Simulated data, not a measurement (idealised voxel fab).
The following process module bears the name voxel self aligned vias.
The cross-section shown here is cut; it is 260 nm wide and divided into square cells measuring 5 nm on a side.
This document writes a cross-section as a grid whose cells are square, and gives it as bands, listed from the top down; one or more rows of cells form a band. Band: top height; bottom height; in nm. Then, left to right: material with width in nm, for each material. "full width": a single material spanning edge to edge. "blank": empty space. It should be noted that heights are counted from 0, beneath which the wafer as supplied is of one material throughout, and that the lowest band possesses no lower boundary but continues downward, as written in "0 nm and below". A width such as "30 to 40" changes by the same amount from each row of cells to the next, from the band's top row to its bottom row. Basically "nothing altered" means that step didn't change any cell in the cross-section. Entry "closed voids". Content: empty spaces with no open connection to the top, size 8 cells or greater. Each: width x height at distance. Distance: from left edge. Unit: nm. That trailing text on a step's line, after the settings, is the simulator's own remark on the step. You can add "overlay nm" to a step's line. For a step with a mask, it describes how far the mask lay to the right of its planned position, and a negative number describes a lay to the left.
-- Set out below are the planned steps of the process
- 1: RECEIVE with material Si
- 2: CONFORMAL_DEP with material SiO2, thk nm 15
- 3: CONFORMAL_DEP with material SiCN, thk nm 5
- 4: DIRECTIONAL_DEP with material SiO2, thk nm 30
- 5: PATTERN with tone open, mask id LINES, material resist, width nm 30, pitch nm 60, thk nm 20, overlay nm 0
- 6: DIRECTIONAL_ETCH with etch materials SiO2, depth nm 30
- 7: STRIP with etch materials resist
- 8: CONFORMAL_DEP with material TiN, thk nm 5
- 9: FILL_DEP with material Ru, thk nm 10
- 10: CMP with height nm 50
- 11: SELECTIVE_ETCH with etch materials W Ru TiN, depth nm 5
- 12: FILL_DEP with material SiN, thk nm 10
- 13: CMP with height nm 50
- 14: DIRECTIONAL_DEP with material SiO2, thk nm 15
- 15: MASKED_ETCH with tone open, mask id VIAS, width nm 40, pitch nm 60, etch materials SiO2, depth nm 15, overlay nm 0
- 16: MASKED_ETCH with tone open, mask id VIAS, width nm 40, pitch nm 60, etch materials SiN, depth nm 5, overlay nm 0
- 17: CONFORMAL_DEP with material TiN, thk nm 5
- 18: FILL_DEP with material W, thk nm 10
- 19: CMP with height nm 65
- 20: CONFORMAL_DEP with material SiCN, thk nm 5
-- Concerning the first of two wafers, which was run in accordance with the plan
-- Cross-sectional view of the wafer in its as-received condition, corresponding to the state after step 1
- 0 nm and below  Si full width
- closed voids: none
-- Cross-section through the wafer, step 2 finished
- 15 nm to 0 nm  SiO2 full width
- All layers under 0 are left as they were.
-- Cross-section through the wafer, step 3 finished
- 20 nm to 15 nm  SiCN full width
- All layers under 15 are left as they were.
-- Cross-section through the wafer, step 4 finished
- 50 nm to 20 nm  SiO2 full width
- All layers under 20 are left as they were.
-- Cross-section through the wafer, step 5 finished
- 70 nm to 50 nm  55 of resist, 30 of blank, 30 of resist, 30 of blank, 30 of resist, 30 of blank, 55 of resist
- All layers under 50 are left as they were.
-- Cross-section through the wafer, step 6 finished
- 70 nm to 50 nm  55 of resist, 30 of blank, 30 of resist, 30 of blank, 30 of resist, 30 of blank, 55 of resist
- 50 nm to 20 nm  55 of SiO2, 30 of blank, 30 of SiO2, 30 of blank, 30 of SiO2, 30 of blank, 55 of SiO2
- All layers under 20 are left as they were.
-- Cross-section through the wafer, step 7 finished
- 50 nm to 20 nm  55 of SiO2, 30 of blank, 30 of SiO2, 30 of blank, 30 of SiO2, 30 of blank, 55 of SiO2
- All layers under 20 are left as they were.
-- Cross-section through the wafer, step 8 finished
- 55 nm to 50 nm  60 of TiN, 20 of blank, 40 of TiN, 20 of blank, 40 of TiN, 20 of blank, 60 of TiN
- 50 nm to 25 nm  55 of SiO2, 5 of TiN, 20 of blank, 5 of TiN, 30 of SiO2, 5 of TiN, 20 of blank, 5 of TiN, 30 of SiO2, 5 of TiN, 20 of blank, 5 of TiN, 55 of SiO2
- 25 nm to 20 nm  55 of SiO2, 30 of TiN, 30 of SiO2, 30 of TiN, 30 of SiO2, 30 of TiN, 55 of SiO2
- All layers under 20 are left as they were.
-- Cross-section through the wafer, step 9 finished
- 65 nm to 55 nm  Ru full width
- 55 nm to 50 nm  60 of TiN, 20 of Ru, 40 of TiN, 20 of Ru, 40 of TiN, 20 of Ru, 60 of TiN
- 50 nm to 25 nm  55 of SiO2, 5 of TiN, 20 of Ru, 5 of TiN, 30 of SiO2, 5 of TiN, 20 of Ru, 5 of TiN, 30 of SiO2, 5 of TiN, 20 of Ru, 5 of TiN, 55 of SiO2
- All layers under 25 are left as they were.
-- Cross-section through the wafer, step 10 finished
- 50 nm to 25 nm  55 of SiO2, 5 of TiN, 20 of Ru, 5 of TiN, 30 of SiO2, 5 of TiN, 20 of Ru, 5 of TiN, 30 of SiO2, 5 of TiN, 20 of Ru, 5 of TiN, 55 of SiO2
- All layers under 25 are left as they were.
-- Cross-section through the wafer, step 11 finished
- 50 nm to 45 nm  55 of SiO2, 30 of blank, 30 of SiO2, 30 of blank, 30 of SiO2, 30 of blank, 55 of SiO2
- All layers under 45 are left as they were.
-- Cross-section through the wafer, step 12 finished
- 60 nm to 50 nm  SiN full width
- 50 nm to 45 nm  55 of SiO2, 30 of SiN, 30 of SiO2, 30 of SiN, 30 of SiO2, 30 of SiN, 55 of SiO2
- All layers under 45 are left as they were.
-- Cross-section through the wafer, step 13 finished
- 50 nm to 45 nm  55 of SiO2, 30 of SiN, 30 of SiO2, 30 of SiN, 30 of SiO2, 30 of SiN, 55 of SiO2
- All layers under 45 are left as they were.
-- Cross-section through the wafer, step 14 finished
- 65 nm to 50 nm  SiO2 full width
- All layers under 50 are left as they were.
-- Cross-section through the wafer, step 15 finished
- 65 nm to 50 nm  50 of SiO2, 40 of blank, 20 of SiO2, 40 of blank, 20 of SiO2, 40 of blank, 50 of SiO2
- All layers under 50 are left as they were.
-- Cross-section through the wafer, step 16 finished
- 65 nm to 50 nm  50 of SiO2, 40 of blank, 20 of SiO2, 40 of blank, 20 of SiO2, 40 of blank, 50 of SiO2
- 50 nm to 45 nm  55 of SiO2, 30 of blank, 30 of SiO2, 30 of blank, 30 of SiO2, 30 of blank, 55 of SiO2
- All layers under 45 are left as they were.
-- Cross-section through the wafer, step 17 finished
- 70 nm to 65 nm  55 of TiN, 30 of blank, 30 of TiN, 30 of blank, 30 of TiN, 30 of blank, 55 of TiN
- 65 nm to 55 nm  50 of SiO2, 5 of TiN, 30 of blank, 5 of TiN, 20 of SiO2, 5 of TiN, 30 of blank, 5 of TiN, 20 of SiO2, 5 of TiN, 30 of blank, 5 of TiN, 50 of SiO2
- 55 nm to 50 nm  50 of SiO2, 10 of TiN, 20 of blank, 10 of TiN, 20 of SiO2, 10 of TiN, 20 of blank, 10 of TiN, 20 of SiO2, 10 of TiN, 20 of blank, 10 of TiN, 50 of SiO2
- 50 nm to 45 nm  55 of SiO2, 30 of TiN, 30 of SiO2, 30 of TiN, 30 of SiO2, 30 of TiN, 55 of SiO2
- All layers under 45 are left as they were.
-- Cross-section through the wafer, step 18 finished
- 80 nm to 70 nm  W full width
- 70 nm to 65 nm  55 of TiN, 30 of W, 30 of TiN, 30 of W, 30 of TiN, 30 of W, 55 of TiN
- 65 nm to 55 nm  50 of SiO2, 5 of TiN, 30 of W, 5 of TiN, 20 of SiO2, 5 of TiN, 30 of W, 5 of TiN, 20 of SiO2, 5 of TiN, 30 of W, 5 of TiN, 50 of SiO2
- 55 nm to 50 nm  50 of SiO2, 10 of TiN, 20 of W, 10 of TiN, 20 of SiO2, 10 of TiN, 20 of W, 10 of TiN, 20 of SiO2, 10 of TiN, 20 of W, 10 of TiN, 50 of SiO2
- All layers under 50 are left as they were.
-- Cross-section through the wafer, step 19 finished
- 65 nm to 55 nm  50 of SiO2, 5 of TiN, 30 of W, 5 of TiN, 20 of SiO2, 5 of TiN, 30 of W, 5 of TiN, 20 of SiO2, 5 of TiN, 30 of W, 5 of TiN, 50 of SiO2
- All layers under 55 are left as they were.
-- Cross-section through the wafer, step 20 finished
- 70 nm to 65 nm  SiCN full width
- All layers under 65 are left as they were.
-- Regarding the second of the two wafers: it shared the first wafer's starting condition and process plan, yet one error occurred during its execution. Its history coincides with that of the first wafer up to and including step 1
-- Second wafer, cross-section, planned end of step 2
- 30 nm to 0 nm  SiO2 full width
- All layers under 0 are left as they were.
-- Second wafer, cross-section, planned end of step 3
- 35 nm to 30 nm  SiCN full width
- All layers under 30 are left as they were.
-- Second wafer, cross-section, planned end of step 4
- 65 nm to 35 nm  SiO2 full width
- All layers under 35 are left as they were.
-- Second wafer, cross-section, planned end of step 5
- 85 nm to 65 nm  55 of resist, 30 of blank, 30 of resist, 30 of blank, 30 of resist, 30 of blank, 55 of resist
- All layers under 65 are left as they were.
-- Second wafer, cross-section, planned end of step 6
- 85 nm to 65 nm  55 of resist, 30 of blank, 30 of resist, 30 of blank, 30 of resist, 30 of blank, 55 of resist
- 65 nm to 35 nm  55 of SiO2, 30 of blank, 30 of SiO2, 30 of blank, 30 of SiO2, 30 of blank, 55 of SiO2
- All layers under 35 are left as they were.
-- Second wafer, cross-section, planned end of step 7
- 65 nm to 35 nm  55 of SiO2, 30 of blank, 30 of SiO2, 30 of blank, 30 of SiO2, 30 of blank, 55 of SiO2
- All layers under 35 are left as they were.
-- Second wafer, cross-section, planned end of step 8
- 70 nm to 65 nm  60 of TiN, 20 of blank, 40 of TiN, 20 of blank, 40 of TiN, 20 of blank, 60 of TiN
- 65 nm to 40 nm  55 of SiO2, 5 of TiN, 20 of blank, 5 of TiN, 30 of SiO2, 5 of TiN, 20 of blank, 5 of TiN, 30 of SiO2, 5 of TiN, 20 of blank, 5 of TiN, 55 of SiO2
- 40 nm to 35 nm  55 of SiO2, 30 of TiN, 30 of SiO2, 30 of TiN, 30 of SiO2, 30 of TiN, 55 of SiO2
- All layers under 35 are left as they were.
-- Second wafer, cross-section, planned end of step 9
- 80 nm to 70 nm  Ru full width
- 70 nm to 65 nm  60 of TiN, 20 of Ru, 40 of TiN, 20 of Ru, 40 of TiN, 20 of Ru, 60 of TiN
- 65 nm to 40 nm  55 of SiO2, 5 of TiN, 20 of Ru, 5 of TiN, 30 of SiO2, 5 of TiN, 20 of Ru, 5 of TiN, 30 of SiO2, 5 of TiN, 20 of Ru, 5 of TiN, 55 of SiO2
- All layers under 40 are left as they were.
-- Second wafer, cross-section, planned end of step 10
- 50 nm to 40 nm  55 of SiO2, 5 of TiN, 20 of Ru, 5 of TiN, 30 of SiO2, 5 of TiN, 20 of Ru, 5 of TiN, 30 of SiO2, 5 of TiN, 20 of Ru, 5 of TiN, 55 of SiO2
- All layers under 40 are left as they were.
-- Second wafer, cross-section, planned end of step 11
- 50 nm to 45 nm  55 of SiO2, 30 of blank, 30 of SiO2, 30 of blank, 30 of SiO2, 30 of blank, 55 of SiO2
- All layers under 45 are left as they were.
-- Second wafer, cross-section, planned end of step 12
- 60 nm to 50 nm  SiN full width
- 50 nm to 45 nm  55 of SiO2, 30 of SiN, 30 of SiO2, 30 of SiN, 30 of SiO2, 30 of SiN, 55 of SiO2
- All layers under 45 are left as they were.
-- Second wafer, cross-section, planned end of step 13
- 50 nm to 45 nm  55 of SiO2, 30 of SiN, 30 of SiO2, 30 of SiN, 30 of SiO2, 30 of SiN, 55 of SiO2
- All layers under 45 are left as they were.
-- Second wafer, cross-section, planned end of step 14
- 65 nm to 50 nm  SiO2 full width
- All layers under 50 are left as they were.
-- Second wafer, cross-section, planned end of step 15
- 65 nm to 50 nm  50 of SiO2, 40 of blank, 20 of SiO2, 40 of blank, 20 of SiO2, 40 of blank, 50 of SiO2
- All layers under 50 are left as they were.
-- Second wafer, cross-section, planned end of step 16
- 65 nm to 50 nm  50 of SiO2, 40 of blank, 20 of SiO2, 40 of blank, 20 of SiO2, 40 of blank, 50 of SiO2
- 50 nm to 45 nm  55 of SiO2, 30 of blank, 30 of SiO2, 30 of blank, 30 of SiO2, 30 of blank, 55 of SiO2
- All layers under 45 are left as they were.
-- Second wafer, cross-section, planned end of step 17
- 70 nm to 65 nm  55 of TiN, 30 of blank, 30 of TiN, 30 of blank, 30 of TiN, 30 of blank, 55 of TiN
- 65 nm to 55 nm  50 of SiO2, 5 of TiN, 30 of blank, 5 of TiN, 20 of SiO2, 5 of TiN, 30 of blank, 5 of TiN, 20 of SiO2, 5 of TiN, 30 of blank, 5 of TiN, 50 of SiO2
- 55 nm to 50 nm  50 of SiO2, 10 of TiN, 20 of blank, 10 of TiN, 20 of SiO2, 10 of TiN, 20 of blank, 10 of TiN, 20 of SiO2, 10 of TiN, 20 of blank, 10 of TiN, 50 of SiO2
- 50 nm to 45 nm  55 of SiO2, 30 of TiN, 30 of SiO2, 30 of TiN, 30 of SiO2, 30 of TiN, 55 of SiO2
- All layers under 45 are left as they were.
-- Second wafer, cross-section, planned end of step 18
- 80 nm to 70 nm  W full width
- 70 nm to 65 nm  55 of TiN, 30 of W, 30 of TiN, 30 of W, 30 of TiN, 30 of W, 55 of TiN
- 65 nm to 55 nm  50 of SiO2, 5 of TiN, 30 of W, 5 of TiN, 20 of SiO2, 5 of TiN, 30 of W, 5 of TiN, 20 of SiO2, 5 of TiN, 30 of W, 5 of TiN, 50 of SiO2
- 55 nm to 50 nm  50 of SiO2, 10 of TiN, 20 of W, 10 of TiN, 20 of SiO2, 10 of TiN, 20 of W, 10 of TiN, 20 of SiO2, 10 of TiN, 20 of W, 10 of TiN, 50 of SiO2
- All layers under 50 are left as they were.
-- Second wafer, cross-section, planned end of step 19
- 65 nm to 55 nm  50 of SiO2, 5 of TiN, 30 of W, 5 of TiN, 20 of SiO2, 5 of TiN, 30 of W, 5 of TiN, 20 of SiO2, 5 of TiN, 30 of W, 5 of TiN, 50 of SiO2
- All layers under 55 are left as they were.
-- Second wafer, cross-section, planned end of step 20
- 70 nm to 65 nm  SiCN full width
- All layers under 65 are left as they were.
Where did the run depart from the plan? step 2 of the plan was performed twice
Counted in cells at the end, the second wafer holds more or fewer of these materials than the first: Ru: 36 fewer; SiO2: 54 more; TiN: 18 fewer
